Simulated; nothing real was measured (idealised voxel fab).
The following process module bears the name voxel transistor to metal.
Displayed cross-section: cut, width of 180 nm, square cells sized 5 nm.
We lay out every cross-section as a grid of square cells and spell it out in bands from the top down, where one band means one or more rows of cells.
For a band, the entry starts with two heights in nm, that of the top and then that of the bottom, and carries on with the band's materials in order from left to right, each alongside its width in nm; the word "all across" beside a single material means it fills the band edge to edge, and "blank" means empty space.
Height is counted from the level 0, under which the received wafer is composed throughout of one material. The lowest of the bands is not closed at the bottom but continues downward, in the notation "0 -> down".
When a width is written as two numbers, as in "30..40", the first number is the width in the top row of cells of the band and the second is the width in its bottom row, and the width changes by the same amount from each row to the next.
"nothing different" means the step left every cell of the cross-section as it was.
Closed-off voids of 8+ cells (no open route to the top) go in "Encapsulated voids", written width x height at distance from the left edge, in nm.
Where a step's line continues beyond its settings, the continuation is a remark by the simulator itself on that step.
"overlay nm" answers the question of how far to the right of plan the mask lay on a step that has a mask, and when it is negative the answer is to the left.
THE PLANNED PROCESS STEPS ARE ENUMERATED HEREUNDER
1) RECEIVE with material Si
2) CONFORMAL_DEP with material SiO2, thk nm 5
3) CONFORMAL_DEP with material SiN, thk nm 10
4) MASKED_ETCH with tone cover, mask id ACTIVE, width nm 95, etch materials SiN, depth nm 10, overlay nm 0
5) MASKED_ETCH with tone cover, mask id ACTIVE, width nm 95, etch materials SiO2, depth nm 5, overlay nm 0
6) MASKED_ETCH with tone cover, mask id ACTIVE, width nm 95, etch materials Si, depth nm 35, overlay nm 0
7) OXIDIZE with depth nm 5
8) FILL_DEP with material SiO2, thk nm 10
9) CMP with height nm 15
10) SELECTIVE_ETCH with etch materials SiO2, depth nm 10
11) STRIP with etch materials SiN
12) SELECTIVE_ETCH with etch materials SiO2, depth nm 5
13) OXIDIZE with depth nm 5
14) DIRECTIONAL_DEP with material polySi, thk nm 30
15) DIRECTIONAL_DEP with material SiCN, thk nm 15
16) PATTERN with tone cover, mask id GATE, material resist, width nm 25, thk nm 15, overlay nm 0
17) DIRECTIONAL_ETCH with etch materials SiCN, depth nm 25
18) DIRECTIONAL_ETCH with etch materials polySi, depth nm 40
19) STRIP with etch materials resist
20) CONFORMAL_DEP with material SiN, thk nm 5
21) DIRECTIONAL_ETCH with etch materials SiN, depth nm 5
22) DIRECTIONAL_ETCH with etch materials SiO2, depth nm 5
23) EPI with material SiGe, thk nm 5
24) FILL_DEP with material SiO2, thk nm 5
25) CMP with height nm 30
26) STRIP with etch materials polySi
27) SELECTIVE_ETCH with etch materials SiO2, depth nm 5
28) CONFORMAL_DEP with material HfO2, thk nm 5
29) CONFORMAL_DEP with material TiN, thk nm 5
30) FILL_DEP with material W, thk nm 10
31) CMP with height nm 25
32) DIRECTIONAL_DEP with material SiO2, thk nm 15
33) PATTERN with tone open, mask id CONTACT, material resist, width nm 15, pitch nm 70, thk nm 15, overlay nm 0
34) DIRECTIONAL_ETCH with etch materials SiO2, depth nm 40
35) STRIP with etch materials resist
36) CONFORMAL_DEP with material TiN, thk nm 5
37) FILL_DEP with material Ru, thk nm 10
38) CMP with height nm 40
39) CONFORMAL_DEP with material SiN, thk nm 5
40) DIRECTIONAL_DEP with material SiO2, thk nm 25
41) PATTERN with tone open, mask id METAL_1, material resist, width nm 15, pitch nm 70, thk nm 15, overlay nm 0
42) DIRECTIONAL_ETCH with etch materials SiO2, depth nm 25
43) DIRECTIONAL_ETCH with etch materials SiN, depth nm 5
44) STRIP with etch materials resist
45) CONFORMAL_DEP with material TiN, thk nm 5
46) FILL_DEP with material Cu, thk nm 10
47) CMP with height nm 70
48) CONFORMAL_DEP with material SiCN, thk nm 5
49) DIRECTIONAL_DEP with material SiO2, thk nm 30
50) DIRECTIONAL_DEP with material aC, thk nm 10
51) PATTERN with tone open, mask id METAL_2, material resist, width nm 15, pitch nm 70, thk nm 25, overlay nm 0
52) DIRECTIONAL_ETCH with etch materials aC, depth nm 10
53) STRIP with etch materials resist
54) DIRECTIONAL_ETCH with etch materials SiO2, depth nm 15
55) STRIP with etch materials aC
56) DIRECTIONAL_DEP with material aC, thk nm 15
57) PATTERN with tone open, mask id METAL_2_HOLES, material resist, width nm 15, pitch nm 70, thk nm 30, overlay nm 0
58) DIRECTIONAL_ETCH with etch materials aC, depth nm 15
59) STRIP with etch materials resist
60) DIRECTIONAL_ETCH with etch materials SiO2, depth nm 15
61) DIRECTIONAL_ETCH with etch materials SiCN, depth nm 5
62) STRIP with etch materials aC
63) CONFORMAL_DEP with material TiN, thk nm 5
64) FILL_DEP with material Cu, thk nm 10
65) CMP with height nm 105
66) CONFORMAL_DEP with material SiCN, thk nm 5
ACCOUNT OF THE FIRST OF TWO WAFERS, WHICH WAS PROCESSED AS INTENDED
SHOWN IN CROSS-SECTION IS THE WAFER AS RECEIVED, THAT IS, AS IT STANDS AFTER STEP 1
- 0 -> down | Si all across
- Encapsulated voids: none
CROSS-SECTION OF THE WAFER SUBSEQUENT TO STEP 2
- 5 -> 0 | SiO2 all across
- Under 0: no change, same as before.
CROSS-SECTION OF THE WAFER SUBSEQUENT TO STEP 3
- 15 -> 5 | SiN all across
- Under 5: no change, same as before.
CROSS-SECTION OF THE WAFER SUBSEQUENT TO STEP 4
- 15 -> 5 | blank=40 | SiN=95 | blank=45
- Under 5: no change, same as before.
CROSS-SECTION OF THE WAFER SUBSEQUENT TO STEP 5
- 15 -> 5 | blank=40 | SiN=95 | blank=45
- 5 -> 0 | blank=40 | SiO2=95 | blank=45
- Under 0: no change, same as before.
CROSS-SECTION OF THE WAFER SUBSEQUENT TO STEP 6
- 15 -> 5 | blank=40 | SiN=95 | blank=45
- 5 -> 0 | blank=40 | SiO2=95 | blank=45
- 0 -> -35 | blank=40 | Si=95 | blank=45
- Under -35: no change, same as before.
CROSS-SECTION OF THE WAFER SUBSEQUENT TO STEP 7
- 15 -> 5 | blank=40 | SiN=95 | blank=45
- 5 -> 0 | blank=40 | SiO2=95 | blank=45
- 0 -> -35 | blank=40 | SiO2=5 | Si=85 | SiO2=5 | blank=45
- -35 -> -40 | SiO2=45 | Si=85 | SiO2=50
- Under -40: no change, same as before.
CROSS-SECTION OF THE WAFER SUBSEQUENT TO STEP 8
- 25 -> 15 | SiO2 all across
- 15 -> 5 | SiO2=40 | SiN=95 | SiO2=45
- 5 -> 0 | SiO2 all across
- 0 -> -40 | SiO2=45 | Si=85 | SiO2=50
- Under -40: no change, same as before.
CROSS-SECTION OF THE WAFER SUBSEQUENT TO STEP 9
- 15 -> 5 | SiO2=40 | SiN=95 | SiO2=45
- Under 5: no change, same as before.
CROSS-SECTION OF THE WAFER SUBSEQUENT TO STEP 10
- 15 -> 5 | blank=40 | SiN=95 | blank=45
- Under 5: no change, same as before.
CROSS-SECTION OF THE WAFER SUBSEQUENT TO STEP 11
- 5 -> 0 | SiO2 all across
- Under 0: no change, same as before.
CROSS-SECTION OF THE WAFER SUBSEQUENT TO STEP 12
- 0 -> -40 | SiO2=45 | Si=85 | SiO2=50
- Under -40: no change, same as before.
CROSS-SECTION OF THE WAFER SUBSEQUENT TO STEP 13
- 0 -> -5 | SiO2 all across
- Under -5: no change, same as before.
CROSS-SECTION OF THE WAFER SUBSEQUENT TO STEP 14
- 30 -> 0 | polySi all across
- Under 0: no change, same as before.
CROSS-SECTION OF THE WAFER SUBSEQUENT TO STEP 15
- 45 -> 30 | SiCN all across
- Under 30: no change, same as before.
CROSS-SECTION OF THE WAFER SUBSEQUENT TO STEP 16
- 60 -> 45 | blank=75 | resist=25 | blank=80
- Under 45: no change, same as before.
CROSS-SECTION OF THE WAFER SUBSEQUENT TO STEP 17
- 60 -> 45 | blank=75 | resist=25 | blank=80
- 45 -> 30 | blank=75 | SiCN=25 | blank=80
- Under 30: no change, same as before.
CROSS-SECTION OF THE WAFER SUBSEQUENT TO STEP 18
- 60 -> 45 | blank=75 | resist=25 | blank=80
- 45 -> 30 | blank=75 | SiCN=25 | blank=80
- 30 -> 0 | blank=75 | polySi=25 | blank=80
- Under 0: no change, same as before.
CROSS-SECTION OF THE WAFER SUBSEQUENT TO STEP 19
- 45 -> 30 | blank=75 | SiCN=25 | blank=80
- Under 30: no change, same as before.
CROSS-SECTION OF THE WAFER SUBSEQUENT TO STEP 20
- 50 -> 45 | blank=70 | SiN=35 | blank=75
- 45 -> 30 | blank=70 | SiN=5 | SiCN=25 | SiN=5 | blank=75
- 30 -> 5 | blank=70 | SiN=5 | polySi=25 | SiN=5 | blank=75
- 5 -> 0 | SiN=75 | polySi=25 | SiN=80
- Under 0: no change, same as before.
CROSS-SECTION OF THE WAFER SUBSEQUENT TO STEP 21
- 45 -> 30 | blank=70 | SiN=5 | SiCN=25 | SiN=5 | blank=75
- 30 -> 0 | blank=70 | SiN=5 | polySi=25 | SiN=5 | blank=75
- Under 0: no change, same as before.
CROSS-SECTION OF THE WAFER SUBSEQUENT TO STEP 22
- 45 -> 30 | blank=70 | SiN=5 | SiCN=25 | SiN=5 | blank=75
- 30 -> 0 | blank=70 | SiN=5 | polySi=25 | SiN=5 | blank=75
- 0 -> -5 | blank=70 | SiO2=35 | blank=75
- Under -5: no change, same as before.
CROSS-SECTION OF THE WAFER SUBSEQUENT TO STEP 23
- 45 -> 30 | blank=70 | SiN=5 | SiCN=25 | SiN=5 | blank=75
- 30 -> 0 | blank=70 | SiN=5 | polySi=25 | SiN=5 | blank=75
- 0 -> -5 | blank=40 | SiGe=30 | SiO2=35 | SiGe=30 | blank=45
- Under -5: no change, same as before.
CROSS-SECTION OF THE WAFER SUBSEQUENT TO STEP 24
- 50 -> 45 | SiO2 all across
- 45 -> 30 | SiO2=70 | SiN=5 | SiCN=25 | SiN=5 | SiO2=75
- 30 -> 0 | SiO2=70 | SiN=5 | polySi=25 | SiN=5 | SiO2=75
- 0 -> -5 | SiO2=40 | SiGe=30 | SiO2=35 | SiGe=30 | SiO2=45
- Under -5: no change, same as before.
CROSS-SECTION OF THE WAFER SUBSEQUENT TO STEP 25
- 30 -> 0 | SiO2=70 | SiN=5 | polySi=25 | SiN=5 | SiO2=75
- Under 0: no change, same as before.
CROSS-SECTION OF THE WAFER SUBSEQUENT TO STEP 26
- 30 -> 0 | SiO2=70 | SiN=5 | blank=25 | SiN=5 | SiO2=75
- Under 0: no change, same as before.
CROSS-SECTION OF THE WAFER SUBSEQUENT TO STEP 27
- 30 -> 25 | blank=70 | SiN=5 | blank=25 | SiN=5 | blank=75
- 25 -> 0 | SiO2=70 | SiN=5 | blank=25 | SiN=5 | SiO2=75
- 0 -> -5 | SiO2=40 | SiGe=30 | blank=35 | SiGe=30 | SiO2=45
- Under -5: no change, same as before.
CROSS-SECTION OF THE WAFER SUBSEQUENT TO STEP 28
- 35 -> 30 | blank=65 | HfO2=15 | blank=15 | HfO2=15 | blank=70
- 30 -> 25 | HfO2=70 | SiN=5 | HfO2=5 | blank=15 | HfO2=5 | SiN=5 | HfO2=75
- 25 -> 0 | SiO2=70 | SiN=5 | HfO2=5 | blank=15 | HfO2=5 | SiN=5 | SiO2=75
- 0 -> -5 | SiO2=40 | SiGe=30 | HfO2=35 | SiGe=30 | SiO2=45
- Under -5: no change, same as before.
CROSS-SECTION OF THE WAFER SUBSEQUENT TO STEP 29
- 40 -> 35 | blank=60 | TiN=25 | blank=5 | TiN=25 | blank=65
- 35 -> 30 | TiN=65 | HfO2=15 | TiN=5 | blank=5 | TiN=5 | HfO2=15 | TiN=70
- 30 -> 25 | HfO2=70 | SiN=5 | HfO2=5 | TiN=5 | blank=5 | TiN=5 | HfO2=5 | SiN=5 | HfO2=75
- 25 -> 5 | SiO2=70 | SiN=5 | HfO2=5 | TiN=5 | blank=5 | TiN=5 | HfO2=5 | SiN=5 | SiO2=75
- 5 -> 0 | SiO2=70 | SiN=5 | HfO2=5 | TiN=15 | HfO2=5 | SiN=5 | SiO2=75
- Under 0: no change, same as before.
CROSS-SECTION OF THE WAFER SUBSEQUENT TO STEP 30
- 50 -> 40 | W all across
- 40 -> 35 | W=60 | TiN=25 | W=5 | TiN=25 | W=65
- 35 -> 30 | TiN=65 | HfO2=15 | TiN=5 | W=5 | TiN=5 | HfO2=15 | TiN=70
- 30 -> 25 | HfO2=70 | SiN=5 | HfO2=5 | TiN=5 | W=5 | TiN=5 | HfO2=5 | SiN=5 | HfO2=75
- 25 -> 5 | SiO2=70 | SiN=5 | HfO2=5 | TiN=5 | W=5 | TiN=5 | HfO2=5 | SiN=5 | SiO2=75
- Under 5: no change, same as before.
CROSS-SECTION OF THE WAFER SUBSEQUENT TO STEP 31
- 25 -> 5 | SiO2=70 | SiN=5 | HfO2=5 | TiN=5 | W=5 | TiN=5 | HfO2=5 | SiN=5 | SiO2=75
- Under 5: no change, same as before.
CROSS-SECTION OF THE WAFER SUBSEQUENT TO STEP 32
- 40 -> 25 | SiO2 all across
- Under 25: no change, same as before.
CROSS-SECTION OF THE WAFER SUBSEQUENT TO STEP 33
- 55 -> 40 | resist=45 | blank=15 | resist=55 | blank=15 | resist=50
- Under 40: no change, same as before.
CROSS-SECTION OF THE WAFER SUBSEQUENT TO STEP 34
- 55 -> 40 | resist=45 | blank=15 | resist=55 | blank=15 | resist=50
- 40 -> 25 | SiO2=45 | blank=15 | SiO2=55 | blank=15 | SiO2=50
- 25 -> 5 | SiO2=45 | blank=15 | SiO2=10 | SiN=5 | HfO2=5 | TiN=5 | W=5 | TiN=5 | HfO2=5 | SiN=5 | SiO2=10 | blank=15 | SiO2=50
- 5 -> 0 | SiO2=45 | blank=15 | SiO2=10 | SiN=5 | HfO2=5 | TiN=15 | HfO2=5 | SiN=5 | SiO2=10 | blank=15 | SiO2=50
- Under 0: no change, same as before.
CROSS-SECTION OF THE WAFER SUBSEQUENT TO STEP 35
- 40 -> 25 | SiO2=45 | blank=15 | SiO2=55 | blank=15 | SiO2=50
- Under 25: no change, same as before.
CROSS-SECTION OF THE WAFER SUBSEQUENT TO STEP 36
- 45 -> 40 | TiN=50 | blank=5 | TiN=65 | blank=5 | TiN=55
- 40 -> 25 | SiO2=45 | TiN=5 | blank=5 | TiN=5 | SiO2=55 | TiN=5 | blank=5 | TiN=5 | SiO2=50
- 25 -> 5 | SiO2=45 | TiN=5 | blank=5 | TiN=5 | SiO2=10 | SiN=5 | HfO2=5 | TiN=5 | W=5 | TiN=5 | HfO2=5 | SiN=5 | SiO2=10 | TiN=5 | blank=5 | TiN=5 | SiO2=50
- 5 -> 0 | SiO2=45 | TiN=15 | SiO2=10 | SiN=5 | HfO2=5 | TiN=15 | HfO2=5 | SiN=5 | SiO2=10 | TiN=15 | SiO2=50
- Under 0: no change, same as before.
CROSS-SECTION OF THE WAFER SUBSEQUENT TO STEP 37
- 55 -> 45 | Ru all across
- 45 -> 40 | TiN=50 | Ru=5 | TiN=65 | Ru=5 | TiN=55
- 40 -> 25 | SiO2=45 | TiN=5 | Ru=5 | TiN=5 | SiO2=55 | TiN=5 | Ru=5 | TiN=5 | SiO2=50
- 25 -> 5 | SiO2=45 | TiN=5 | Ru=5 | TiN=5 | SiO2=10 | SiN=5 | HfO2=5 | TiN=5 | W=5 | TiN=5 | HfO2=5 | SiN=5 | SiO2=10 | TiN=5 | Ru=5 | TiN=5 | SiO2=50
- Under 5: no change, same as before.
CROSS-SECTION OF THE WAFER SUBSEQUENT TO STEP 38
- 40 -> 25 | SiO2=45 | TiN=5 | Ru=5 | TiN=5 | SiO2=55 | TiN=5 | Ru=5 | TiN=5 | SiO2=50
- Under 25: no change, same as before.
CROSS-SECTION OF THE WAFER SUBSEQUENT TO STEP 39
- 45 -> 40 | SiN all across
- Under 40: no change, same as before.
CROSS-SECTION OF THE WAFER SUBSEQUENT TO STEP 40
- 70 -> 45 | SiO2 all across
- Under 45: no change, same as before.
CROSS-SECTION OF THE WAFER SUBSEQUENT TO STEP 41
- 85 -> 70 | resist=45 | blank=15 | resist=55 | blank=15 | resist=50
- Under 70: no change, same as before.
CROSS-SECTION OF THE WAFER SUBSEQUENT TO STEP 42
- 85 -> 70 | resist=45 | blank=15 | resist=55 | blank=15 | resist=50
- 70 -> 45 | SiO2=45 | blank=15 | SiO2=55 | blank=15 | SiO2=50
- Under 45: no change, same as before.
CROSS-SECTION OF THE WAFER SUBSEQUENT TO STEP 43
- 85 -> 70 | resist=45 | blank=15 | resist=55 | blank=15 | resist=50
- 70 -> 45 | SiO2=45 | blank=15 | SiO2=55 | blank=15 | SiO2=50
- 45 -> 40 | SiN=45 | blank=15 | SiN=55 | blank=15 | SiN=50
- Under 40: no change, same as before.
CROSS-SECTION OF THE WAFER SUBSEQUENT TO STEP 44
- 70 -> 45 | SiO2=45 | blank=15 | SiO2=55 | blank=15 | SiO2=50
- Under 45: no change, same as before.
CROSS-SECTION OF THE WAFER SUBSEQUENT TO STEP 45
- 75 -> 70 | TiN=50 | blank=5 | TiN=65 | blank=5 | TiN=55
- 70 -> 45 | SiO2=45 | TiN=5 | blank=5 | TiN=5 | SiO2=55 | TiN=5 | blank=5 | TiN=5 | SiO2=50
- 45 -> 40 | SiN=45 | TiN=15 | SiN=55 | TiN=15 | SiN=50
- Under 40: no change, same as before.
CROSS-SECTION OF THE WAFER SUBSEQUENT TO STEP 46
- 85 -> 75 | Cu all across
- 75 -> 70 | TiN=50 | Cu=5 | TiN=65 | Cu=5 | TiN=55
- 70 -> 45 | SiO2=45 | TiN=5 | Cu=5 | TiN=5 | SiO2=55 | TiN=5 | Cu=5 | TiN=5 | SiO2=50
- Under 45: no change, same as before.
CROSS-SECTION OF THE WAFER SUBSEQUENT TO STEP 47
- 70 -> 45 | SiO2=45 | TiN=5 | Cu=5 | TiN=5 | SiO2=55 | TiN=5 | Cu=5 | TiN=5 | SiO2=50
- Under 45: no change, same as before.
CROSS-SECTION OF THE WAFER SUBSEQUENT TO STEP 48
- 75 -> 70 | SiCN all across
- Under 70: no change, same as before.
CROSS-SECTION OF THE WAFER SUBSEQUENT TO STEP 49
- 105 -> 75 | SiO2 all across
- Under 75: no change, same as before.
CROSS-SECTION OF THE WAFER SUBSEQUENT TO STEP 50
- 115 -> 105 | aC all across
- Under 105: no change, same as before.
CROSS-SECTION OF THE WAFER SUBSEQUENT TO STEP 51
- 140 -> 115 | resist=45 | blank=15 | resist=55 | blank=15 | resist=50
- Under 115: no change, same as before.
CROSS-SECTION OF THE WAFER SUBSEQUENT TO STEP 52
- 130 -> 115 | resist=45 | blank=15 | resist=55 | blank=15 | resist=50
- 115 -> 105 | aC=45 | blank=15 | aC=55 | blank=15 | aC=50
- Under 105: no change, same as before.
CROSS-SECTION OF THE WAFER SUBSEQUENT TO STEP 53
- 115 -> 105 | aC=45 | blank=15 | aC=55 | blank=15 | aC=50
- Under 105: no change, same as before.
CROSS-SECTION OF THE WAFER SUBSEQUENT TO STEP 54
- 115 -> 105 | aC=45 | blank=15 | aC=55 | blank=15 | aC=50
- 105 -> 90 | SiO2=45 | blank=15 | SiO2=55 | blank=15 | SiO2=50
- Under 90: no change, same as before.
CROSS-SECTION OF THE WAFER SUBSEQUENT TO STEP 55
- 105 -> 90 | SiO2=45 | blank=15 | SiO2=55 | blank=15 | SiO2=50
- Under 90: no change, same as before.
CROSS-SECTION OF THE WAFER SUBSEQUENT TO STEP 56
- 120 -> 105 | aC=45 | blank=15 | aC=55 | blank=15 | aC=50
- 105 -> 90 | SiO2=45 | aC=15 | SiO2=55 | aC=15 | SiO2=50
- Under 90: no change, same as before.
CROSS-SECTION OF THE WAFER SUBSEQUENT TO STEP 57
- 150 -> 120 | resist=45 | blank=15 | resist=55 | blank=15 | resist=50
- Under 120: no change, same as before.
CROSS-SECTION OF THE WAFER SUBSEQUENT TO STEP 58
- 135 -> 120 | resist=45 | blank=15 | resist=55 | blank=15 | resist=50
- 120 -> 105 | aC=45 | blank=15 | aC=55 | blank=15 | aC=50
- 105 -> 90 | SiO2=45 | blank=15 | SiO2=55 | blank=15 | SiO2=50
- Under 90: no change, same as before.
CROSS-SECTION OF THE WAFER SUBSEQUENT TO STEP 59
- 120 -> 105 | aC=45 | blank=15 | aC=55 | blank=15 | aC=50
- Under 105: no change, same as before.
CROSS-SECTION OF THE WAFER SUBSEQUENT TO STEP 60
- 120 -> 105 | aC=45 | blank=15 | aC=55 | blank=15 | aC=50
- 105 -> 75 | SiO2=45 | blank=15 | SiO2=55 | blank=15 | SiO2=50
- Under 75: no change, same as before.
CROSS-SECTION OF THE WAFER SUBSEQUENT TO STEP 61
- 120 -> 105 | aC=45 | blank=15 | aC=55 | blank=15 | aC=50
- 105 -> 75 | SiO2=45 | blank=15 | SiO2=55 | blank=15 | SiO2=50
- 75 -> 70 | SiCN=45 | blank=15 | SiCN=55 | blank=15 | SiCN=50
- Under 70: no change, same as before.
CROSS-SECTION OF THE WAFER SUBSEQUENT TO STEP 62
- 105 -> 75 | SiO2=45 | blank=15 | SiO2=55 | blank=15 | SiO2=50
- Under 75: no change, same as before.
CROSS-SECTION OF THE WAFER SUBSEQUENT TO STEP 63
- 110 -> 105 | TiN=50 | blank=5 | TiN=65 | blank=5 | TiN=55
- 105 -> 75 | SiO2=45 | TiN=5 | blank=5 | TiN=5 | SiO2=55 | TiN=5 | blank=5 | TiN=5 | SiO2=50
- 75 -> 70 | SiCN=45 | TiN=15 | SiCN=55 | TiN=15 | SiCN=50
- Under 70: no change, same as before.
CROSS-SECTION OF THE WAFER SUBSEQUENT TO STEP 64
- 120 -> 110 | Cu all across
- 110 -> 105 | TiN=50 | Cu=5 | TiN=65 | Cu=5 | TiN=55
- 105 -> 75 | SiO2=45 | TiN=5 | Cu=5 | TiN=5 | SiO2=55 | TiN=5 | Cu=5 | TiN=5 | SiO2=50
- Under 75: no change, same as before.
CROSS-SECTION OF THE WAFER SUBSEQUENT TO STEP 65
- 105 -> 75 | SiO2=45 | TiN=5 | Cu=5 | TiN=5 | SiO2=55 | TiN=5 | Cu=5 | TiN=5 | SiO2=50
- Under 75: no change, same as before.
CROSS-SECTION OF THE WAFER SUBSEQUENT TO STEP 66
- 110 -> 105 | SiCN all across
- Under 105: no change, same as before.
COMPANION WAFER, THE SECOND OF TWO: SAME BEGINNING, SAME INTENDED SEQUENCE, ONE MISTAKE IN CARRYING IT OUT; THROUGH STEP 65 INCLUSIVE IT TRACKS THE FIRST EXACTLY
CROSS-SECTION: SECOND WAFER, TIME AT WHICH STEP 66 WAS SCHEDULED TO END
- 110 -> 105 | HfO2 all across
- Under 105: no change, same as before.
What broke from the plan during processing? note that step 66 departed from the planned setting and was carried out as CONFORMAL_DEP with material HfO2, thk nm 5
Count the cells at the end and the second wafer has more or fewer of some materials than the first: +36 HfO2 | -36 SiCN
